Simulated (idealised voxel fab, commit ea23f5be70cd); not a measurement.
Process module in this document: voxel transistor to metal
Section cut is 185 nm wide and gridded with 5 nm square cells.
We lay out every cross-section as a grid of square cells and spell it out in bands from the top down, where one band means one or more rows of cells. Top height, bottom height, nm. Materials left to right, width each, nm. Single material + "edge to edge" = fills band edge to edge. "empty" = empty. Note: height 0 marks the level under which the wafer is uniformly one material as received. Lowest band unbounded below, written "z 0 and below". The two numbers in a width such as "30 to 40" mark its ends across the band: the first belongs to the top row of cells, the second to the bottom row, and from each row to the next the width moves by the same amount. Where a step carries "no change occurred", the cross-section came out of it unchanged, cell for cell. If an empty space has no open way to the top and is at least 8 cells in size, "Completely sealed voids" lists it, written width x height at distance, where distance is measured from the left edge and every value is in nm. On a step's line, text after the settings is the simulator commenting on that step. overlay nm: step with mask; distance mask lay right of planned place; negative value = left of planned place.

Listed below are the process steps as planned:
1 RECEIVE [material Si]
2 CONFORMAL_DEP [material SiO2] [thk nm 5]
3 CONFORMAL_DEP [material SiN] [thk nm 15]
4 DIRECTIONAL_DEP [material aC] [thk nm 10]
5 PATTERN [tone cover] [mask id ACTIVE] [material resist] [width nm 105] [thk nm 25] [overlay nm 0]
6 DIRECTIONAL_ETCH [etch materials aC] [depth nm 10]
7 STRIP [etch materials resist]
8 DIRECTIONAL_ETCH [etch materials SiN] [depth nm 15]
9 DIRECTIONAL_ETCH [etch materials SiO2] [depth nm 5]
10 DIRECTIONAL_ETCH [etch materials Si] [depth nm 35]
11 STRIP [etch materials aC]
12 OXIDIZE [depth nm 5]
13 FILL_DEP [material SiO2] [thk nm 5]
14 CMP [height nm 20]
15 SELECTIVE_ETCH [etch materials SiO2] [depth nm 10]
16 STRIP [etch materials SiN]
17 SELECTIVE_ETCH [etch materials SiO2] [depth nm 5]
18 OXIDIZE [depth nm 5]
19 DIRECTIONAL_DEP [material polySi] [thk nm 25]
20 DIRECTIONAL_DEP [material SiCN] [thk nm 10]
21 DIRECTIONAL_DEP [material aC] [thk nm 15]
22 PATTERN [tone cover] [mask id GATE] [material resist] [width nm 35] [thk nm 35] [overlay nm 0]
23 DIRECTIONAL_ETCH [etch materials aC] [depth nm 15]
24 STRIP [etch materials resist]
25 DIRECTIONAL_ETCH [etch materials SiCN] [depth nm 20]
26 DIRECTIONAL_ETCH [etch materials polySi] [depth nm 35]
27 STRIP [etch materials aC]
28 CONFORMAL_DEP [material SiN] [thk nm 10]
29 DIRECTIONAL_ETCH [etch materials SiN] [depth nm 10]
30 DIRECTIONAL_ETCH [etch materials SiO2] [depth nm 5]
31 DIRECTIONAL_ETCH [etch materials Si] [depth nm 5]
32 EPI [material SiGe] [thk nm 10]
33 FILL_DEP [material SiO2] [thk nm 5]
34 CMP [height nm 25]
35 STRIP [etch materials polySi]
36 SELECTIVE_ETCH [etch materials SiO2] [depth nm 5]
37 CONFORMAL_DEP [material HfO2] [thk nm 5]
38 CONFORMAL_DEP [material TiN] [thk nm 5]
39 FILL_DEP [material W] [thk nm 5]
40 CMP [height nm 20]
41 DIRECTIONAL_DEP [material SiO2] [thk nm 10]
42 DIRECTIONAL_DEP [material aC] [thk nm 15]
43 PATTERN [tone open] [mask id CONTACT] [material resist] [width nm 15] [pitch nm 80] [thk nm 30] [overlay nm 0]
44 DIRECTIONAL_ETCH [etch materials aC] [depth nm 15]
45 STRIP [etch materials resist]
46 DIRECTIONAL_ETCH [etch materials SiO2] [depth nm 30]
47 STRIP [etch materials aC]
48 CONFORMAL_DEP [material TiN] [thk nm 5]
49 FILL_DEP [material Ru] [thk nm 5]
50 CMP [height nm 30]
51 DIRECTIONAL_DEP [material TiN] [thk nm 5]
52 DIRECTIONAL_DEP [material W] [thk nm 20]
53 PATTERN [tone cover] [mask id METAL_1] [material resist] [width nm 15] [pitch nm 80] [thk nm 15] [overlay nm 0]
54 DIRECTIONAL_ETCH [etch materials W] [depth nm 20]
55 DIRECTIONAL_ETCH [etch materials TiN] [depth nm 5]
56 STRIP [etch materials resist]
57 FILL_DEP [material SiO2] [thk nm 10]
58 CMP [height nm 55]
59 CONFORMAL_DEP [material SiCN] [thk nm 5]
60 DIRECTIONAL_DEP [material lowk] [thk nm 30]
61 MASKED_ETCH [tone open] [mask id METAL_2] [width nm 15] [pitch nm 80] [etch materials lowk] [depth nm 20] [overlay nm 0]
62 MASKED_ETCH [tone open] [mask id METAL_2_HOLES] [width nm 15] [pitch nm 80] [etch materials lowk] [depth nm 10] [overlay nm 0]
63 MASKED_ETCH [tone open] [mask id METAL_2_HOLES] [width nm 15] [pitch nm 80] [etch materials SiCN] [depth nm 5] [overlay nm 0]
64 CONFORMAL_DEP [material TiN] [thk nm 5]
65 FILL_DEP [material Cu] [thk nm 10]
66 CMP [height nm 90]
67 CONFORMAL_DEP [material SiN] [thk nm 5]

First wafer out of two, processed as planned:

Cross-sectional view of the wafer in its as-received condition, corresponding to the state after step 1:
- z 0 and below = Si edge to edge
- Completely sealed voids: none

After step 2: wafer cross-section:
- z 5 to 0 = SiO2 edge to edge
- Lower than 0, everything is as it was.

After step 3: wafer cross-section:
- z 20 to 5 = SiN edge to edge
- Lower than 5, everything is as it was.

After step 4: wafer cross-section:
- z 30 to 20 = aC edge to edge
- Lower than 20, everything is as it was.

After step 5: wafer cross-section:
- z 55 to 30 = empty=40, resist=105, empty=40
- Lower than 30, everything is as it was.

After step 6: wafer cross-section:
- z 45 to 30 = empty=40, resist=105, empty=40
- z 30 to 20 = empty=40, aC=105, empty=40
- Lower than 20, everything is as it was.

After step 7: wafer cross-section:
- z 30 to 20 = empty=40, aC=105, empty=40
- Lower than 20, everything is as it was.

After step 8: wafer cross-section:
- z 30 to 20 = empty=40, aC=105, empty=40
- z 20 to 5 = empty=40, SiN=105, empty=40
- Lower than 5, everything is as it was.

After step 9: wafer cross-section:
- z 30 to 20 = empty=40, aC=105, empty=40
- z 20 to 5 = empty=40, SiN=105, empty=40
- z 5 to 0 = empty=40, SiO2=105, empty=40
- Lower than 0, everything is as it was.

After step 10: wafer cross-section:
- z 30 to 20 = empty=40, aC=105, empty=40
- z 20 to 5 = empty=40, SiN=105, empty=40
- z 5 to 0 = empty=40, SiO2=105, empty=40
- z 0 to -35 = empty=40, Si=105, empty=40
- Lower than -35, everything is as it was.

After step 11: wafer cross-section:
- z 20 to 5 = empty=40, SiN=105, empty=40
- Lower than 5, everything is as it was.

After step 12: wafer cross-section:
- z 20 to 5 = empty=40, SiN=105, empty=40
- z 5 to 0 = empty=40, SiO2=105, empty=40
- z 0 to -35 = empty=40, SiO2=5, Si=95, SiO2=5, empty=40
- z -35 to -40 = SiO2=45, Si=95, SiO2=45
- Lower than -40, everything is as it was.

After step 13: wafer cross-section:
- z 25 to 20 = SiO2 edge to edge
- z 20 to 5 = SiO2=40, SiN=105, SiO2=40
- z 5 to 0 = SiO2 edge to edge
- z 0 to -40 = SiO2=45, Si=95, SiO2=45
- Lower than -40, everything is as it was.

After step 14: wafer cross-section:
- z 20 to 5 = SiO2=40, SiN=105, SiO2=40
- Lower than 5, everything is as it was.

After step 15: wafer cross-section:
- z 20 to 10 = empty=40, SiN=105, empty=40
- Lower than 10, everything is as it was.

After step 16: wafer cross-section:
- z 10 to 5 = SiO2=40, empty=105, SiO2=40
- Lower than 5, everything is as it was.

After step 17: wafer cross-section:
- z 5 to 0 = SiO2=35, empty=115, SiO2=35
- Lower than 0, everything is as it was.

After step 18: wafer cross-section:
- z 5 to 0 = SiO2=35, empty=115, SiO2=35
- z 0 to -5 = SiO2 edge to edge
- Lower than -5, everything is as it was.

After step 19: wafer cross-section:
- z 30 to 25 = polySi=35, empty=115, polySi=35
- z 25 to 5 = polySi edge to edge
- z 5 to 0 = SiO2=35, polySi=115, SiO2=35
- Lower than 0, everything is as it was.

After step 20: wafer cross-section:
- z 40 to 35 = SiCN=35, empty=115, SiCN=35
- z 35 to 30 = SiCN edge to edge
- z 30 to 25 = polySi=35, SiCN=115, polySi=35
- Lower than 25, everything is as it was.

After step 21: wafer cross-section:
- z 55 to 50 = aC=35, empty=115, aC=35
- z 50 to 40 = aC edge to edge
- z 40 to 35 = SiCN=35, aC=115, SiCN=35
- Lower than 35, everything is as it was.

After step 22: wafer cross-section:
- z 90 to 55 = empty=75, resist=35, empty=75
- z 55 to 50 = aC=35, empty=40, resist=35, empty=40, aC=35
- Lower than 50, everything is as it was.

After step 23: wafer cross-section:
- z 75 to 50 = empty=75, resist=35, empty=75
- z 50 to 40 = empty=75, aC=35, empty=75
- z 40 to 35 = SiCN=35, empty=40, aC=35, empty=40, SiCN=35
- Lower than 35, everything is as it was.

After step 24: wafer cross-section:
- z 50 to 40 = empty=75, aC=35, empty=75
- Lower than 40, everything is as it was.

After step 25: wafer cross-section:
- z 50 to 35 = empty=75, aC=35, empty=75
- z 35 to 30 = empty=75, SiCN=35, empty=75
- z 30 to 25 = polySi=35, empty=40, SiCN=35, empty=40, polySi=35
- Lower than 25, everything is as it was.

After step 26: wafer cross-section:
- z 50 to 35 = empty=75, aC=35, empty=75
- z 35 to 25 = empty=75, SiCN=35, empty=75
- z 25 to 5 = empty=75, polySi=35, empty=75
- z 5 to 0 = SiO2=35, empty=40, polySi=35, empty=40, SiO2=35
- Lower than 0, everything is as it was.

After step 27: wafer cross-section:
- z 35 to 25 = empty=75, SiCN=35, empty=75
- Lower than 25, everything is as it was.

After step 28: wafer cross-section:
- z 45 to 35 = empty=65, SiN=55, empty=65
- z 35 to 25 = empty=65, SiN=10, SiCN=35, SiN=10, empty=65
- z 25 to 15 = empty=65, SiN=10, polySi=35, SiN=10, empty=65
- z 15 to 10 = SiN=45, empty=20, SiN=10, polySi=35, SiN=10, empty=20, SiN=45
- z 10 to 5 = SiN=75, polySi=35, SiN=75
- z 5 to 0 = SiO2=35, SiN=40, polySi=35, SiN=40, SiO2=35
- Lower than 0, everything is as it was.

After step 29: wafer cross-section:
- z 35 to 25 = empty=65, SiN=10, SiCN=35, SiN=10, empty=65
- z 25 to 5 = empty=65, SiN=10, polySi=35, SiN=10, empty=65
- z 5 to 0 = SiO2=35, SiN=10, empty=20, SiN=10, polySi=35, SiN=10, empty=20, SiN=10, SiO2=35
- Lower than 0, everything is as it was.

After step 30: wafer cross-section:
- z 35 to 25 = empty=65, SiN=10, SiCN=35, SiN=10, empty=65
- z 25 to 5 = empty=65, SiN=10, polySi=35, SiN=10, empty=65
- z 5 to 0 = empty=35, SiN=10, empty=20, SiN=10, polySi=35, SiN=10, empty=20, SiN=10, empty=35
- z 0 to -5 = SiO2=45, empty=20, SiO2=55, empty=20, SiO2=45
- Lower than -5, everything is as it was.

After step 31: wafer cross-section:
- z 35 to 25 = empty=65, SiN=10, SiCN=35, SiN=10, empty=65
- z 25 to 5 = empty=65, SiN=10, polySi=35, SiN=10, empty=65
- z 5 to 0 = empty=35, SiN=10, empty=20, SiN=10, polySi=35, SiN=10, empty=20, SiN=10, empty=35
- z 0 to -5 = SiO2=45, empty=20, SiO2=55, empty=20, SiO2=45
- z -5 to -10 = SiO2=45, empty=20, Si=55, empty=20, SiO2=45
- Lower than -10, everything is as it was.

After step 32: wafer cross-section:
- z 35 to 25 = empty=65, SiN=10, SiCN=35, SiN=10, empty=65
- z 25 to 5 = empty=65, SiN=10, polySi=35, SiN=10, empty=65
- z 5 to 0 = empty=35, SiN=10, empty=10, SiGe=10, SiN=10, polySi=35, SiN=10, SiGe=10, empty=10, SiN=10, empty=35
- z 0 to -5 = SiO2=45, SiGe=20, SiO2=55, SiGe=20, SiO2=45
- z -5 to -10 = SiO2=45, SiGe=20, Si=55, SiGe=20, SiO2=45
- Lower than -10, everything is as it was.

After step 33: wafer cross-section:
- z 40 to 35 = SiO2 edge to edge
- z 35 to 25 = SiO2=65, SiN=10, SiCN=35, SiN=10, SiO2=65
- z 25 to 5 = SiO2=65, SiN=10, polySi=35, SiN=10, SiO2=65
- z 5 to 0 = SiO2=35, SiN=10, SiO2=10, SiGe=10, SiN=10, polySi=35, SiN=10, SiGe=10, SiO2=10, SiN=10, SiO2=35
- Lower than 0, everything is as it was.

After step 34: wafer cross-section:
- z 25 to 5 = SiO2=65, SiN=10, polySi=35, SiN=10, SiO2=65
- Lower than 5, everything is as it was.

After step 35: wafer cross-section:
- z 25 to 5 = SiO2=65, SiN=10, empty=35, SiN=10, SiO2=65
- z 5 to 0 = SiO2=35, SiN=10, SiO2=10, SiGe=10, SiN=10, empty=35, SiN=10, SiGe=10, SiO2=10, SiN=10, SiO2=35
- Lower than 0, everything is as it was.

After step 36: wafer cross-section:
- z 25 to 20 = empty=65, SiN=10, empty=35, SiN=10, empty=65
- z 20 to 5 = SiO2=65, SiN=10, empty=35, SiN=10, SiO2=65
- z 5 to 0 = SiO2=35, SiN=10, SiO2=10, SiGe=10, SiN=10, empty=35, SiN=10, SiGe=10, SiO2=10, SiN=10, SiO2=35
- z 0 to -5 = SiO2=45, SiGe=20, SiO2=5, empty=45, SiO2=5, SiGe=20, SiO2=45
- Lower than -5, everything is as it was.

After step 37: wafer cross-section:
- z 30 to 25 = empty=60, HfO2=20, empty=25, HfO2=20, empty=60
- z 25 to 20 = HfO2=65, SiN=10, HfO2=5, empty=25, HfO2=5, SiN=10, HfO2=65
- z 20 to 5 = SiO2=65, SiN=10, HfO2=5, empty=25, HfO2=5, SiN=10, SiO2=65
- z 5 to 0 = SiO2=35, SiN=10, SiO2=10, SiGe=10, SiN=10, HfO2=5, empty=25, HfO2=5, SiN=10, SiGe=10, SiO2=10, SiN=10, SiO2=35
- z 0 to -5 = SiO2=45, SiGe=20, SiO2=5, HfO2=45, SiO2=5, SiGe=20, SiO2=45
- Lower than -5, everything is as it was.

After step 38: wafer cross-section:
- z 35 to 30 = empty=55, TiN=30, empty=15, TiN=30, empty=55
- z 30 to 25 = TiN=60, HfO2=20, TiN=5, empty=15, TiN=5, HfO2=20, TiN=60
- z 25 to 20 = HfO2=65, SiN=10, HfO2=5, TiN=5, empty=15, TiN=5, HfO2=5, SiN=10, HfO2=65
- z 20 to 5 = SiO2=65, SiN=10, HfO2=5, TiN=5, empty=15, TiN=5, HfO2=5, SiN=10, SiO2=65
- z 5 to 0 = SiO2=35, SiN=10, SiO2=10, SiGe=10, SiN=10, HfO2=5, TiN=25, HfO2=5, SiN=10, SiGe=10, SiO2=10, SiN=10, SiO2=35
- Lower than 0, everything is as it was.

After step 39: wafer cross-section:
- z 40 to 35 = W edge to edge
- z 35 to 30 = W=55, TiN=30, W=15, TiN=30, W=55
- z 30 to 25 = TiN=60, HfO2=20, TiN=5, W=15, TiN=5, HfO2=20, TiN=60
- z 25 to 20 = HfO2=65, SiN=10, HfO2=5, TiN=5, W=15, TiN=5, HfO2=5, SiN=10, HfO2=65
- z 20 to 5 = SiO2=65, SiN=10, HfO2=5, TiN=5, W=15, TiN=5, HfO2=5, SiN=10, SiO2=65
- Lower than 5, everything is as it was.

After step 40: wafer cross-section:
- z 20 to 5 = SiO2=65, SiN=10, HfO2=5, TiN=5, W=15, TiN=5, HfO2=5, SiN=10, SiO2=65
- Lower than 5, everything is as it was.

After step 41: wafer cross-section:
- z 30 to 20 = SiO2 edge to edge
- Lower than 20, everything is as it was.

After step 42: wafer cross-section:
- z 45 to 30 = aC edge to edge
- Lower than 30, everything is as it was.

After step 43: wafer cross-section:
- z 75 to 45 = resist=45, empty=15, resist=65, empty=15, resist=45
- Lower than 45, everything is as it was.

After step 44: wafer cross-section:
- z 60 to 45 = resist=45, empty=15, resist=65, empty=15, resist=45
- z 45 to 30 = aC=45, empty=15, aC=65, empty=15, aC=45
- Lower than 30, everything is as it was.

After step 45: wafer cross-section:
- z 45 to 30 = aC=45, empty=15, aC=65, empty=15, aC=45
- Lower than 30, everything is as it was.

After step 46: wafer cross-section:
- z 45 to 30 = aC=45, empty=15, aC=65, empty=15, aC=45
- z 30 to 20 = SiO2=45, empty=15, SiO2=65, empty=15, SiO2=45
- z 20 to 5 = SiO2=45, empty=15, SiO2=5, SiN=10, HfO2=5, TiN=5, W=15, TiN=5, HfO2=5, SiN=10, SiO2=5, empty=15, SiO2=45
- z 5 to 0 = SiO2=35, SiN=10, empty=10, SiGe=10, SiN=10, HfO2=5, TiN=25, HfO2=5, SiN=10, SiGe=10, empty=10, SiN=10, SiO2=35
- Lower than 0, everything is as it was.

After step 47: wafer cross-section:
- z 30 to 20 = SiO2=45, empty=15, SiO2=65, empty=15, SiO2=45
- Lower than 20, everything is as it was.

After step 48: wafer cross-section:
- z 35 to 30 = TiN=50, empty=5, TiN=75, empty=5, TiN=50
- z 30 to 20 = SiO2=45, TiN=5, empty=5, TiN=5, SiO2=65, TiN=5, empty=5, TiN=5, SiO2=45
- z 20 to 10 = SiO2=45, TiN=5, empty=5, TiN=5, SiO2=5, SiN=10, HfO2=5, TiN=5, W=15, TiN=5, HfO2=5, SiN=10, SiO2=5, TiN=5, empty=5, TiN=5, SiO2=45
- z 10 to 5 = SiO2=45, TiN=15, SiO2=5, SiN=10, HfO2=5, TiN=5, W=15, TiN=5, HfO2=5, SiN=10, SiO2=5, TiN=15, SiO2=45
- z 5 to 0 = SiO2=35, SiN=10, TiN=10, SiGe=10, SiN=10, HfO2=5, TiN=25, HfO2=5, SiN=10, SiGe=10, TiN=10, SiN=10, SiO2=35
- Lower than 0, everything is as it was.

After step 49: wafer cross-section:
- z 40 to 35 = Ru edge to edge
- z 35 to 30 = TiN=50, Ru=5, TiN=75, Ru=5, TiN=50
- z 30 to 20 = SiO2=45, TiN=5, Ru=5, TiN=5, SiO2=65, TiN=5, Ru=5, TiN=5, SiO2=45
- z 20 to 10 = SiO2=45, TiN=5, Ru=5, TiN=5, SiO2=5, SiN=10, HfO2=5, TiN=5, W=15, TiN=5, HfO2=5, SiN=10, SiO2=5, TiN=5, Ru=5, TiN=5, SiO2=45
- Lower than 10, everything is as it was.

After step 50: wafer cross-section:
- z 30 to 20 = SiO2=45, TiN=5, Ru=5, TiN=5, SiO2=65, TiN=5, Ru=5, TiN=5, SiO2=45
- Lower than 20, everything is as it was.

After step 51: wafer cross-section:
- z 35 to 30 = TiN edge to edge
- Lower than 30, everything is as it was.

After step 52: wafer cross-section:
- z 55 to 35 = W edge to edge
- Lower than 35, everything is as it was.

After step 53: wafer cross-section:
- z 70 to 55 = empty=45, resist=15, empty=65, resist=15, empty=45
- Lower than 55, everything is as it was.

After step 54: wafer cross-section:
- z 70 to 55 = empty=45, resist=15, empty=65, resist=15, empty=45
- z 55 to 35 = empty=45, W=15, empty=65, W=15, empty=45
- Lower than 35, everything is as it was.

After step 55: wafer cross-section:
- z 70 to 55 = empty=45, resist=15, empty=65, resist=15, empty=45
- z 55 to 35 = empty=45, W=15, empty=65, W=15, empty=45
- z 35 to 30 = empty=45, TiN=15, empty=65, TiN=15, empty=45
- Lower than 30, everything is as it was.

After step 56: wafer cross-section:
- z 55 to 35 = empty=45, W=15, empty=65, W=15, empty=45
- Lower than 35, everything is as it was.

After step 57: wafer cross-section:
- z 65 to 55 = SiO2 edge to edge
- z 55 to 35 = SiO2=45, W=15, SiO2=65, W=15, SiO2=45
- z 35 to 30 = SiO2=45, TiN=15, SiO2=65, TiN=15, SiO2=45
- Lower than 30, everything is as it was.

After step 58: wafer cross-section:
- z 55 to 35 = SiO2=45, W=15, SiO2=65, W=15, SiO2=45
- Lower than 35, everything is as it was.

After step 59: wafer cross-section:
- z 60 to 55 = SiCN edge to edge
- Lower than 55, everything is as it was.

After step 60: wafer cross-section:
- z 90 to 60 = lowk edge to edge
- Lower than 60, everything is as it was.

After step 61: wafer cross-section:
- z 90 to 70 = lowk=45, empty=15, lowk=65, empty=15, lowk=45
- Lower than 70, everything is as it was.

After step 62: wafer cross-section:
- z 90 to 60 = lowk=45, empty=15, lowk=65, empty=15, lowk=45
- Lower than 60, everything is as it was.

After step 63: wafer cross-section:
- z 90 to 60 = lowk=45, empty=15, lowk=65, empty=15, lowk=45
- z 60 to 55 = SiCN=45, empty=15, SiCN=65, empty=15, SiCN=45
- Lower than 55, everything is as it was.

After step 64: wafer cross-section:
- z 95 to 90 = TiN=50, empty=5, TiN=75, empty=5, TiN=50
- z 90 to 60 = lowk=45, TiN=5, empty=5, TiN=5, lowk=65, TiN=5, empty=5, TiN=5, lowk=45
- z 60 to 55 = SiCN=45, TiN=15, SiCN=65, TiN=15, SiCN=45
- Lower than 55, everything is as it was.

After step 65: wafer cross-section:
- z 105 to 95 = Cu edge to edge
- z 95 to 90 = TiN=50, Cu=5, TiN=75, Cu=5, TiN=50
- z 90 to 60 = lowk=45, TiN=5, Cu=5, TiN=5, lowk=65, TiN=5, Cu=5, TiN=5, lowk=45
- Lower than 60, everything is as it was.

After step 66: wafer cross-section:
- z 90 to 60 = lowk=45, TiN=5, Cu=5, TiN=5, lowk=65, TiN=5, Cu=5, TiN=5, lowk=45
- Lower than 60, everything is as it was.

After step 67: wafer cross-section:
- z 95 to 90 = SiN edge to edge
- Lower than 90, everything is as it was.

The second wafer was prepared from the same starting point and under the same plan as the first; its processing contained one mistake, and it remains indistinguishable from the first wafer up to and including step 48:

Planned end of step 49: second wafer, cross-section:
- z 40 to 35 = HfO2 edge to edge
- z 35 to 30 = TiN=50, HfO2=5, TiN=75, HfO2=5, TiN=50
- z 30 to 20 = SiO2=45, TiN=5, HfO2=5, TiN=5, SiO2=65, TiN=5, HfO2=5, TiN=5, SiO2=45
- z 20 to 10 = SiO2=45, TiN=5, HfO2=5, TiN=5, SiO2=5, SiN=10, HfO2=5, TiN=5, W=15, TiN=5, HfO2=5, SiN=10, SiO2=5, TiN=5, HfO2=5, TiN=5, SiO2=45
- Lower than 10, everything is as it was.

Planned end of step 50: second wafer, cross-section:
- z 30 to 20 = SiO2=45, TiN=5, HfO2=5, TiN=5, SiO2=65, TiN=5, HfO2=5, TiN=5, SiO2=45
- Lower than 20, everything is as it was.

Planned end of step 51: second wafer, cross-section:
- z 35 to 30 = TiN edge to edge
- Lower than 30, everything is as it was.

Planned end of step 52: second wafer, cross-section:
- z 55 to 35 = W edge to edge
- Lower than 35, everything is as it was.

Planned end of step 53: second wafer, cross-section:
- z 70 to 55 = empty=45, resist=15, empty=65, resist=15, empty=45
- Lower than 55, everything is as it was.

Planned end of step 54: second wafer, cross-section:
- z 70 to 55 = empty=45, resist=15, empty=65, resist=15, empty=45
- z 55 to 35 = empty=45, W=15, empty=65, W=15, empty=45
- Lower than 35, everything is as it was.

Planned end of step 55: second wafer, cross-section:
- z 70 to 55 = empty=45, resist=15, empty=65, resist=15, empty=45
- z 55 to 35 = empty=45, W=15, empty=65, W=15, empty=45
- z 35 to 30 = empty=45, TiN=15, empty=65, TiN=15, empty=45
- Lower than 30, everything is as it was.

Planned end of step 56: second wafer, cross-section:
- z 55 to 35 = empty=45, W=15, empty=65, W=15, empty=45
- Lower than 35, everything is as it was.

Planned end of step 57: second wafer, cross-section:
- z 65 to 55 = SiO2 edge to edge
- z 55 to 35 = SiO2=45, W=15, SiO2=65, W=15, SiO2=45
- z 35 to 30 = SiO2=45, TiN=15, SiO2=65, TiN=15, SiO2=45
- Lower than 30, everything is as it was.

Planned end of step 58: second wafer, cross-section:
- z 55 to 35 = SiO2=45, W=15, SiO2=65, W=15, SiO2=45
- Lower than 35, everything is as it was.

Planned end of step 59: second wafer, cross-section:
- z 60 to 55 = SiCN edge to edge
- Lower than 55, everything is as it was.

Planned end of step 60: second wafer, cross-section:
- z 90 to 60 = lowk edge to edge
- Lower than 60, everything is as it was.

Planned end of step 61: second wafer, cross-section:
- z 90 to 70 = lowk=45, empty=15, lowk=65, empty=15, lowk=45
- Lower than 70, everything is as it was.

Planned end of step 62: second wafer, cross-section:
- z 90 to 60 = lowk=45, empty=15, lowk=65, empty=15, lowk=45
- Lower than 60, everything is as it was.

Planned end of step 63: second wafer, cross-section:
- z 90 to 60 = lowk=45, empty=15, lowk=65, empty=15, lowk=45
- z 60 to 55 = SiCN=45, empty=15, SiCN=65, empty=15, SiCN=45
- Lower than 55, everything is as it was.

Planned end of step 64: second wafer, cross-section:
- z 95 to 90 = TiN=50, empty=5, TiN=75, empty=5, TiN=50
- z 90 to 60 = lowk=45, TiN=5, empty=5, TiN=5, lowk=65, TiN=5, empty=5, TiN=5, lowk=45
- z 60 to 55 = SiCN=45, TiN=15, SiCN=65, TiN=15, SiCN=45
- Lower than 55, everything is as it was.

Planned end of step 65: second wafer, cross-section:
- z 105 to 95 = Cu edge to edge
- z 95 to 90 = TiN=50, Cu=5, TiN=75, Cu=5, TiN=50
- z 90 to 60 = lowk=45, TiN=5, Cu=5, TiN=5, lowk=65, TiN=5, Cu=5, TiN=5, lowk=45
- Lower than 60, everything is as it was.

Planned end of step 66: second wafer, cross-section:
- z 90 to 60 = lowk=45, TiN=5, Cu=5, TiN=5, lowk=65, TiN=5, Cu=5, TiN=5, lowk=45
- Lower than 60, everything is as it was.

Planned end of step 67: second wafer, cross-section:
- z 95 to 90 = SiN edge to edge
- Lower than 90, everything is as it was.
Error vs. plan: step 49 did not happen as planned, as run it was FILL_DEP [material HfO2] [thk nm 5]
Final wafer comparison in cells, second versus first, more or fewer per material: HfO2 +8 | Ru -8
